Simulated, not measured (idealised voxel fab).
You're looking at the process module voxel transistor to metal.
Square cells of 5 nm make up the cross-section cut, whose width is 300 nm.
A cross-section is written here as square cells arranged in a grid, and it is given in bands from the top down, each band taking up one or more rows of cells.
Within each band entry, the heights of the top and of the bottom of the band appear first, in that order and in nm; the materials of the band then follow from left to right, each with its corresponding width in nm. The designation "full width" on a single material indicates that it fills the band from edge to edge; the designation "empty" indicates empty space.
Where do heights start? At 0: under that level the wafer as delivered is made of one material only. And the lowest band has no floor; it just carries on downward, as in "0 down".
Width: "30->40" (first number = top row, second number = bottom row, same change from row to row of cells).
You'll sometimes find "nothing got changed" written for a step, and that's the way of saying that nowhere in the cross-section did a cell change during that step.
What "Voids, fully enclosed" gives you is every empty space of 8 cells or more that is cut off from the top. Each appears as width x height at distance, with the distance taken from the left edge and width, height and distance all in nm.
That trailing text on a step's line, after the settings, is the simulator's own remark on the step.
The line of a step may include "overlay nm". On a step with a mask, this value is how far to the right of its planned place the mask lay. A negative value means the mask lay to the left.
These are the steps we planned for the process
| 1 | op RECEIVE | material Si |
| 2 | op OXIDIZE | depth nm 5 |
| 3 | op CONFORMAL_DEP | material SiN | thk nm 10 |
| 4 | op DIRECTIONAL_DEP | material aC | thk nm 15 |
| 5 | op PATTERN | tone cover | mask id ACTIVE | material resist | width nm 105 | pitch nm 135 | thk nm 35 | overlay nm 0 |
| 6 | op DIRECTIONAL_ETCH | etch materials aC | depth nm 15 |
| 7 | op STRIP | etch materials resist |
| 8 | op DIRECTIONAL_ETCH | etch materials SiN | depth nm 10 |
| 9 | op DIRECTIONAL_ETCH | etch materials SiO2 | depth nm 5 |
| 10 | op DIRECTIONAL_ETCH | etch materials Si | depth nm 30 |
| 11 | op STRIP | etch materials aC |
| 12 | op FILL_DEP | material SiO2 | thk nm 15 |
| 13 | op CMP | height nm 10 |
| 14 | op SELECTIVE_ETCH | etch materials SiO2 | depth nm 10 |
| 15 | op STRIP | etch materials SiN |
| 16 | op SELECTIVE_ETCH | etch materials SiO2 | depth nm 5 |
| 17 | op OXIDIZE | depth nm 5 |
| 18 | op DIRECTIONAL_DEP | material polySi | thk nm 25 |
| 19 | op DIRECTIONAL_DEP | material SiCN | thk nm 15 |
| 20 | op MASKED_ETCH | tone cover | mask id GATE | width nm 25 | pitch nm 135 | etch materials SiCN | depth nm 25 | overlay nm 0 |
| 21 | op MASKED_ETCH | tone cover | mask id GATE | width nm 25 | pitch nm 135 | etch materials polySi | depth nm 35 | overlay nm 0 |
| 22 | op CONFORMAL_DEP | material SiN | thk nm 5 |
| 23 | op DIRECTIONAL_ETCH | etch materials SiN | depth nm 5 |
| 24 | op DIRECTIONAL_ETCH | etch materials SiO2 | depth nm 5 |
| 25 | op DIRECTIONAL_ETCH | etch materials Si | depth nm 15 |
| 26 | op EPI | material SiGe | thk nm 15 |
| 27 | op FILL_DEP | material SiO2 | thk nm 10 |
| 28 | op CMP | height nm 20 |
| 29 | op STRIP | etch materials polySi |
| 30 | op SELECTIVE_ETCH | etch materials SiO2 | depth nm 5 |
| 31 | op CONFORMAL_DEP | material HfO2 | thk nm 5 |
| 32 | op CONFORMAL_DEP | material TiN | thk nm 5 |
| 33 | op FILL_DEP | material W | thk nm 5 |
| 34 | op CMP | height nm 15 |
| 35 | op DIRECTIONAL_DEP | material SiO2 | thk nm 10 |
| 36 | op DIRECTIONAL_DEP | material aC | thk nm 10 |
| 37 | op PATTERN | tone open | mask id CONTACT | material resist | width nm 15 | thk nm 25 | overlay nm 0 |
| 38 | op DIRECTIONAL_ETCH | etch materials aC | depth nm 10 |
| 39 | op STRIP | etch materials resist |
| 40 | op DIRECTIONAL_ETCH | etch materials SiO2 | depth nm 35 |
| 41 | op STRIP | etch materials aC |
| 42 | op CONFORMAL_DEP | material TiN | thk nm 5 |
| 43 | op FILL_DEP | material W | thk nm 10 |
| 44 | op CMP | height nm 25 |
| 45 | op CONFORMAL_DEP | material SiN | thk nm 5 |
| 46 | op DIRECTIONAL_DEP | material lowk | thk nm 20 |
| 47 | op MASKED_ETCH | tone open | mask id METAL_1 | width nm 15 | etch materials lowk | depth nm 20 | overlay nm 0 |
| 48 | op MASKED_ETCH | tone open | mask id METAL_1 | width nm 15 | etch materials SiN | depth nm 5 | overlay nm 0 |
| 49 | op CONFORMAL_DEP | material TiN | thk nm 5 |
| 50 | op FILL_DEP | material W | thk nm 5 |
| 51 | op CMP | height nm 50 |
| 52 | op CONFORMAL_DEP | material SiCN | thk nm 5 |
| 53 | op DIRECTIONAL_DEP | material lowk | thk nm 30 |
| 54 | op PATTERN | tone open | mask id METAL_2 | material resist | width nm 15 | pitch nm 135 | thk nm 20 | overlay nm 0 |
| 55 | op DIRECTIONAL_ETCH | etch materials lowk | depth nm 20 |
| 56 | op STRIP | etch materials resist |
| 57 | op PATTERN | tone open | mask id METAL_2_HOLES | material resist | width nm 15 | pitch nm 135 | thk nm 20 | overlay nm 0 |
| 58 | op DIRECTIONAL_ETCH | etch materials lowk | depth nm 10 |
| 59 | op DIRECTIONAL_ETCH | etch materials SiCN | depth nm 5 |
| 60 | op STRIP | etch materials resist |
| 61 | op CONFORMAL_DEP | material TiN | thk nm 5 |
| 62 | op FILL_DEP | material Ru | thk nm 5 |
| 63 | op CMP | height nm 85 |
| 64 | op CONFORMAL_DEP | material SiCN | thk nm 5 |
Wafer as received: cross-section following step 1
  0 down | Si full width
  Voids, fully enclosed: none
Cross-section, first of two wafers, end of module, run as planned
  90 to 85 | SiCN full width
  85 to 55 | lowk (35) / TiN (5) / Ru (5) / TiN (5) / lowk (120) / TiN (5) / Ru (5) / TiN (5) / lowk (115)
  55 to 50 | SiCN (35) / TiN (15) / SiCN (120) / TiN (15) / SiCN (115)
  50 to 30 | lowk (35) / TiN (5) / W (5) / TiN (5) / lowk (65) / TiN (5) / W (5) / TiN (5) / lowk (40) / TiN (5) / W (5) / TiN (5) / lowk (65) / TiN (5) / W (5) / TiN (5) / lowk (35)
  30 to 25 | SiN (35) / TiN (15) / SiN (65) / TiN (15) / SiN (40) / TiN (15) / SiN (65) / TiN (15) / SiN (35)
  25 to 15 | SiO2 (35) / TiN (5) / W (5) / TiN (5) / SiO2 (65) / TiN (5) / W (5) / TiN (5) / SiO2 (40) / TiN (5) / W (5) / TiN (5) / SiO2 (65) / TiN (5) / W (5) / TiN (5) / SiO2 (35)
  15 to 5 | SiO2 (35) / TiN (5) / W (5) / TiN (5) / SiO2 (15) / SiN (5) / HfO2 (5) / TiN (5) / W (5) / TiN (5) / HfO2 (5) / SiN (5) / SiO2 (15) / TiN (5) / W (5) / TiN (5) / SiO2 (40) / TiN (5) / W (5) / TiN (5) / SiO2 (15) / SiN (5) / HfO2 (5) / TiN (5) / W (5) / TiN (5) / HfO2 (5) / SiN (5) / SiO2 (15) / TiN (5) / W (5) / TiN (5) / SiO2 (35)
  5 to 0 | SiO2 (35) / TiN (5) / W (5) / TiN (5) / SiGe (15) / SiN (5) / HfO2 (5) / TiN (5) / W (5) / TiN (5) / HfO2 (5) / SiN (5) / SiGe (15) / TiN (5) / W (5) / TiN (5) / SiO2 (40) / TiN (5) / W (5) / TiN (5) / SiGe (15) / SiN (5) / HfO2 (5) / TiN (5) / W (5) / TiN (5) / HfO2 (5) / SiN (5) / SiGe (15) / TiN (5) / W (5) / TiN (5) / SiO2 (35)
  0 to -5 | SiO2 (35) / TiN (5) / W (5) / TiN (5) / SiGe (15) / SiN (5) / HfO2 (5) / TiN (15) / HfO2 (5) / SiN (5) / SiGe (15) / TiN (5) / W (5) / TiN (5) / SiO2 (40) / TiN (5) / W (5) / TiN (5) / SiGe (15) / SiN (5) / HfO2 (5) / TiN (15) / HfO2 (5) / SiN (5) / SiGe (15) / TiN (5) / W (5) / TiN (5) / SiO2 (35)
  -5 to -10 | SiO2 (35) / TiN (15) / SiGe (15) / HfO2 (35) / SiGe (15) / TiN (15) / SiO2 (40) / TiN (15) / SiGe (15) / HfO2 (35) / SiGe (15) / TiN (15) / SiO2 (35)
  -10 to -25 | SiO2 (30) / SiGe (35) / Si (35) / SiGe (35) / SiO2 (30) / SiGe (35) / Si (35) / SiGe (35) / SiO2 (30)
  -25 to -35 | SiO2 (30) / Si (105) / SiO2 (30) / Si (105) / SiO2 (30)
  -35 down | Si full width
  Voids, fully enclosed: none
Second wafer at the end: like start, like plan, one mistake
  90 to 85 | SiCN full width
  85 to 55 | lowk (35) / TiN (5) / Ru (5) / TiN (5) / lowk (120) / TiN (5) / Ru (5) / TiN (5) / lowk (115)
  55 to 50 | SiCN (35) / TiN (15) / SiCN (120) / TiN (15) / SiCN (115)
  50 to 30 | aC full width
  30 to 25 | SiN full width
  25 to 15 | SiO2 (35) / TiN (5) / W (5) / TiN (5) / SiO2 (65) / TiN (5) / W (5) / TiN (5) / SiO2 (40) / TiN (5) / W (5) / TiN (5) / SiO2 (65) / TiN (5) / W (5) / TiN (5) / SiO2 (35)
  15 to 5 | SiO2 (35) / TiN (5) / W (5) / TiN (5) / SiO2 (15) / SiN (5) / HfO2 (5) / TiN (5) / W (5) / TiN (5) / HfO2 (5) / SiN (5) / SiO2 (15) / TiN (5) / W (5) / TiN (5) / SiO2 (40) / TiN (5) / W (5) / TiN (5) / SiO2 (15) / SiN (5) / HfO2 (5) / TiN (5) / W (5) / TiN (5) / HfO2 (5) / SiN (5) / SiO2 (15) / TiN (5) / W (5) / TiN (5) / SiO2 (35)
  5 to 0 | SiO2 (35) / TiN (5) / W (5) / TiN (5) / SiGe (15) / SiN (5) / HfO2 (5) / TiN (5) / W (5) / TiN (5) / HfO2 (5) / SiN (5) / SiGe (15) / TiN (5) / W (5) / TiN (5) / SiO2 (40) / TiN (5) / W (5) / TiN (5) / SiGe (15) / SiN (5) / HfO2 (5) / TiN (5) / W (5) / TiN (5) / HfO2 (5) / SiN (5) / SiGe (15) / TiN (5) / W (5) / TiN (5) / SiO2 (35)
  0 to -5 | SiO2 (35) / TiN (5) / W (5) / TiN (5) / SiGe (15) / SiN (5) / HfO2 (5) / TiN (15) / HfO2 (5) / SiN (5) / SiGe (15) / TiN (5) / W (5) / TiN (5) / SiO2 (40) / TiN (5) / W (5) / TiN (5) / SiGe (15) / SiN (5) / HfO2 (5) / TiN (15) / HfO2 (5) / SiN (5) / SiGe (15) / TiN (5) / W (5) / TiN (5) / SiO2 (35)
  -5 to -10 | SiO2 (35) / TiN (15) / SiGe (15) / HfO2 (35) / SiGe (15) / TiN (15) / SiO2 (40) / TiN (15) / SiGe (15) / HfO2 (35) / SiGe (15) / TiN (15) / SiO2 (35)
  -10 to -25 | SiO2 (30) / SiGe (35) / Si (35) / SiGe (35) / SiO2 (30) / SiGe (35) / Si (35) / SiGe (35) / SiO2 (30)
  -25 to -35 | SiO2 (30) / Si (105) / SiO2 (30) / Si (105) / SiO2 (30)
  -35 down | Si full width
  Voids, fully enclosed: none
Want to know what went wrong? rather than as planned, step 46 actually ran as op DIRECTIONAL_DEP | material aC | thk nm 20
Count the cells at the end and the second wafer has more or fewer of some materials than the first: SiN +12; TiN -44; W -16; aC +240; lowk -192
